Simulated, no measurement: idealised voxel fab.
process module | voxel self aligned contacts
cross-section cut | 150 nm wide | cells 5 nm
A cross-section is a grid of square cells, given in bands from the top down. A band is one or more rows of cells.
Each band's line starts with the height of the band's top and of its bottom, in nm. Then come its materials from left to right, each with its width in nm. One material with "throughout" fills the band from edge to edge. "air" is empty space.
Height 0 is the level under which the wafer as received is all one material. The lowest band goes on downwards, as in "0 down".
A width such as "30 to 40" changes by the same amount from each row of cells to the next, from the band's top row to its bottom row.
"no change" after a step means that no cell of the cross-section changed.
closed voids: empty space of 8 cells or more with no open way to the top, each as width x height at its distance from the left edge, in nm
after a step's settings: what the simulator itself notes on the step
overlay nm, on a step with a mask: how far to the right of its planned place the mask lay; to the left if negative
plan
1 op RECEIVE | material Si
2 op OXIDIZE | depth nm 5
3 op DIRECTIONAL_DEP | material polySi | thk nm 30
4 op DIRECTIONAL_DEP | material SiN | thk nm 20
5 op MASKED_ETCH | tone cover | mask id GATE | width nm 35 | pitch nm 70 | etch materials SiN | depth nm 20 | overlay nm 0
6 op MASKED_ETCH | tone cover | mask id GATE | width nm 35 | pitch nm 70 | etch materials polySi | depth nm 30 | overlay nm 0
7 op CONFORMAL_DEP | material SiN | thk nm 5
8 op DIRECTIONAL_ETCH | etch materials SiN | depth nm 5
9 op FILL_DEP | material SiO2 | thk nm 15
10 op CMP | height nm 60
11 op PATTERN | tone open | mask id CONTACT | material resist | width nm 45 | thk nm 20 | overlay nm 0
12 op DIRECTIONAL_ETCH | etch materials SiO2 | depth nm 65
13 op STRIP | etch materials resist
14 op CONFORMAL_DEP | material TiN | thk nm 5
15 op FILL_DEP | material Ru | thk nm 10
16 op CMP | height nm 60
17 op CONFORMAL_DEP | material SiN | thk nm 5
first wafer, as planned
as received, after step 1
  0 down: Si throughout
  closed voids: none
after step 2
  0 to -5: SiO2 throughout
  below -5: unchanged
after step 3
  30 to 0: polySi throughout
  below 0: unchanged
after step 4
  50 to 30: SiN throughout
  below 30: unchanged
after step 5
  50 to 30: air 20 | SiN 35 | air 35 | SiN 35 | air 25
  below 30: unchanged
after step 6
  50 to 30: air 20 | SiN 35 | air 35 | SiN 35 | air 25
  30 to 0: air 20 | polySi 35 | air 35 | polySi 35 | air 25
  below 0: unchanged
after step 7
  55 to 30: air 15 | SiN 45 | air 25 | SiN 45 | air 20
  30 to 5: air 15 | SiN 5 | polySi 35 | SiN 5 | air 25 | SiN 5 | polySi 35 | SiN 5 | air 20
  5 to 0: SiN 20 | polySi 35 | SiN 35 | polySi 35 | SiN 25
  below 0: unchanged
after step 8
  50 to 30: air 15 | SiN 45 | air 25 | SiN 45 | air 20
  30 to 0: air 15 | SiN 5 | polySi 35 | SiN 5 | air 25 | SiN 5 | polySi 35 | SiN 5 | air 20
  below 0: unchanged
after step 9
  65 to 50: SiO2 throughout
  50 to 30: SiO2 15 | SiN 45 | SiO2 25 | SiN 45 | SiO2 20
  30 to 0: SiO2 15 | SiN 5 | polySi 35 | SiN 5 | SiO2 25 | SiN 5 | polySi 35 | SiN 5 | SiO2 20
  below 0: unchanged
after step 10
  60 to 50: SiO2 throughout
  below 50: unchanged
after step 11
  80 to 60: resist 50 | air 45 | resist 55
  below 60: unchanged
after step 12
  80 to 60: resist 50 | air 45 | resist 55
  60 to 50: SiO2 50 | air 45 | SiO2 55
  50 to 30: SiO2 15 | SiN 45 | air 25 | SiN 45 | SiO2 20
  30 to 0: SiO2 15 | SiN 5 | polySi 35 | SiN 5 | air 25 | SiN 5 | polySi 35 | SiN 5 | SiO2 20
  0 to -5: SiO2 60 | air 25 | SiO2 65
  below -5: unchanged
after step 13
  60 to 50: SiO2 50 | air 45 | SiO2 55
  below 50: unchanged
after step 14
  65 to 60: TiN 55 | air 35 | TiN 60
  60 to 50: SiO2 50 | TiN 5 to 15 | air 35 to 15 | TiN 5 to 15 | SiO2 55
  50 to 30: SiO2 15 | SiN 45 | TiN 5 | air 15 | TiN 5 | SiN 45 | SiO2 20
  30 to 0: SiO2 15 | SiN 5 | polySi 35 | SiN 5 | TiN 5 | air 15 | TiN 5 | SiN 5 | polySi 35 | SiN 5 | SiO2 20
  0 to -5: SiO2 60 | TiN 25 | SiO2 65
  below -5: unchanged
after step 15
  75 to 65: Ru throughout
  65 to 60: TiN 55 | Ru 35 | TiN 60
  60 to 50: SiO2 50 | TiN 5 to 15 | Ru 35 to 15 | TiN 5 to 15 | SiO2 55
  50 to 30: SiO2 15 | SiN 45 | TiN 5 | Ru 15 | TiN 5 | SiN 45 | SiO2 20
  30 to 0: SiO2 15 | SiN 5 | polySi 35 | SiN 5 | TiN 5 | Ru 15 | TiN 5 | SiN 5 | polySi 35 | SiN 5 | SiO2 20
  below 0: unchanged
after step 16
  60 to 50: SiO2 50 | TiN 5 to 15 | Ru 35 to 15 | TiN 5 to 15 | SiO2 55
  below 50: unchanged
after step 17
  65 to 60: SiN throughout
  below 60: unchanged
second wafer: like start, like plan, one mistake. Through step 10 it matches the first wafer
when step 11 should have ended
  80 to 60: resist 55 | air 45 | resist 50
  below 60: unchanged
when step 12 should have ended
  80 to 60: resist 55 | air 45 | resist 50
  60 to 50: SiO2 55 | air 45 | SiO2 50
  50 to 30: SiO2 15 | SiN 45 | air 25 | SiN 45 | SiO2 20
  30 to 0: SiO2 15 | SiN 5 | polySi 35 | SiN 5 | air 25 | SiN 5 | polySi 35 | SiN 5 | SiO2 20
  0 to -5: SiO2 60 | air 25 | SiO2 65
  below -5: unchanged
when step 13 should have ended
  60 to 50: SiO2 55 | air 45 | SiO2 50
  below 50: unchanged
when step 14 should have ended
  65 to 60: TiN 60 | air 35 | TiN 55
  60 to 50: SiO2 55 | TiN 5 to 10 | air 35 to 15 | TiN 5 to 20 | SiO2 50
  50 to 30: SiO2 15 | SiN 45 | TiN 5 | air 15 | TiN 5 | SiN 45 | SiO2 20
  30 to 0: SiO2 15 | SiN 5 | polySi 35 | SiN 5 | TiN 5 | air 15 | TiN 5 | SiN 5 | polySi 35 | SiN 5 | SiO2 20
  0 to -5: SiO2 60 | TiN 25 | SiO2 65
  below -5: unchanged
when step 15 should have ended
  75 to 65: Ru throughout
  65 to 60: TiN 60 | Ru 35 | TiN 55
  60 to 50: SiO2 55 | TiN 5 to 10 | Ru 35 to 15 | TiN 5 to 20 | SiO2 50
  50 to 30: SiO2 15 | SiN 45 | TiN 5 | Ru 15 | TiN 5 | SiN 45 | SiO2 20
  30 to 0: SiO2 15 | SiN 5 | polySi 35 | SiN 5 | TiN 5 | Ru 15 | TiN 5 | SiN 5 | polySi 35 | SiN 5 | SiO2 20
  below 0: unchanged
when step 16 should have ended
  60 to 50: SiO2 55 | TiN 5 to 10 | Ru 35 to 15 | TiN 5 to 20 | SiO2 50
  below 50: unchanged
when step 17 should have ended
  65 to 60: SiN throughout
  below 60: unchanged
what went wrong: step 11 ran as: op PATTERN | tone open | mask id CONTACT | material resist | width nm 45 | thk nm 20 | overlay nm 5
at the end the second wafer has, in cells: as many of each material as the first, in other places
